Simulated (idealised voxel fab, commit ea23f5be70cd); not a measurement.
Documented hereafter: the process module known as voxel self aligned contacts.
It is cross-section cut that appears here, measuring 185 nm in width, its square cells being 5 nm in size.
Just so we're on the same page, the cross-sections are grids of square cells, and they're listed out in bands top to bottom, each band one or more rows deep.
This entry defines a band. It first specifies the height of the band's top and the height of its bottom in nm, and then specifies the band's materials from left to right, stating each material with its width in nm. The word "everywhere" identifies a single material that fills the band from edge to edge, while the word "blank" identifies empty space.
Where do heights start? At 0: under that level the wafer as delivered is made of one material only. And the lowest band has no floor; it just carries on downward, as in "z 0 and below".
A two-number width, for instance "30 to 40", indicates that the width is equal to the first number in the top row of the band and to the second number in the bottom row, and that it changes by a constant amount per row of cells.
"remained the same" (step): cross-section cells unchanged, all of them.
"Cavities, closed" contains a list of empty spaces, each no smaller than 8 cells and without an open way to the top, written in the form width x height at distance with the distance from the left edge and all three in nm.
Text after the settings on a step's line: the simulator's own remark on that step.
When a step includes a mask, the "overlay nm" setting on its line states how far to the right of its planned place that mask lay, and negative values state how far to the left.
# Intended process steps
1 RECEIVE, material Si
2 CONFORMAL_DEP, material SiO2, thk nm 5
3 DIRECTIONAL_DEP, material polySi, thk nm 25
4 DIRECTIONAL_DEP, material SiN, thk nm 20
5 MASKED_ETCH, tone cover, mask id GATE, width nm 25, pitch nm 55, etch materials SiN, depth nm 20, overlay nm 0
6 MASKED_ETCH, tone cover, mask id GATE, width nm 25, pitch nm 55, etch materials polySi, depth nm 25, overlay nm 0
7 CONFORMAL_DEP, material SiN, thk nm 5
8 DIRECTIONAL_ETCH, etch materials SiN, depth nm 5
9 FILL_DEP, material SiO2, thk nm 15
10 CMP, height nm 60
11 DIRECTIONAL_DEP, material aC, thk nm 15
12 PATTERN, tone open, mask id CONTACT, material resist, width nm 40, thk nm 35, overlay nm 0
13 DIRECTIONAL_ETCH, etch materials aC, depth nm 15
14 STRIP, etch materials resist
15 DIRECTIONAL_ETCH, etch materials SiO2, depth nm 60
16 STRIP, etch materials aC
17 CONFORMAL_DEP, material TiN, thk nm 5
18 FILL_DEP, material Ru, thk nm 10
19 CMP, height nm 60
20 CONFORMAL_DEP, material SiCN, thk nm 5
# as received, after step 1
	z 0 and below  Si everywhere
	Cavities, closed: none
# First of two wafers: cross-section at end of module, run per plan
	z 65 to 60  SiCN everywhere
	z 60 to 50  SiO2: 70  TiN: 5 to 15  Ru: 30 to 10  TiN: 5 to 15  SiO2: 75
	z 50 to 30  SiO2: 45  SiN: 35  TiN: 5  Ru: 10  TiN: 5  SiN: 35  SiO2: 50
	z 30 to 5  SiO2: 45  SiN: 5  polySi: 25  SiN: 5  TiN: 5  Ru: 10  TiN: 5  SiN: 5  polySi: 25  SiN: 5  SiO2: 50
	z 5 to 0  SiO2: 80  TiN: 20  SiO2: 85
	z 0 and below  Si everywhere
	Cavities, closed: none
# Wafer two, sectioned after the module: the first wafer's start, the first wafer's plan, and one mistake in how it was run
	z 65 to 60  SiCN everywhere
	z 60 to 50  SiO2: 70  TiN: 5 to 20  Ru: 30 to 10  TiN: 5 to 10  SiO2: 75
	z 50 to 35  SiO2: 50  SiN: 35  TiN: 5  Ru: 10  TiN: 5  SiN: 35  SiO2: 45
	z 35 to 30  SiO2: 50  SiN: 35  TiN: 5  Ru: 5  TiN: 10  SiN: 35  SiO2: 45
	z 30 to 5  SiO2: 45  SiN: 5  polySi: 30  SiN: 5  TiN: 5  Ru: 5  TiN: 5  SiN: 5  polySi: 30  SiN: 5  SiO2: 45
	z 5 to 0  SiO2: 85  TiN: 15  SiO2: 85
	z 0 and below  Si everywhere
	Cavities, closed: none
Which mistake was made when the wafer was run? heads up, step 5 didn't go per plan, it actually ran as MASKED_ETCH, tone cover, mask id GATE, width nm 25, pitch nm 55, etch materials SiN, depth nm 20, overlay nm 5
Heads up, by the end the second wafer has more or fewer cells of some materials compared to the first: Ru -6; SiO2 -4; polySi +10
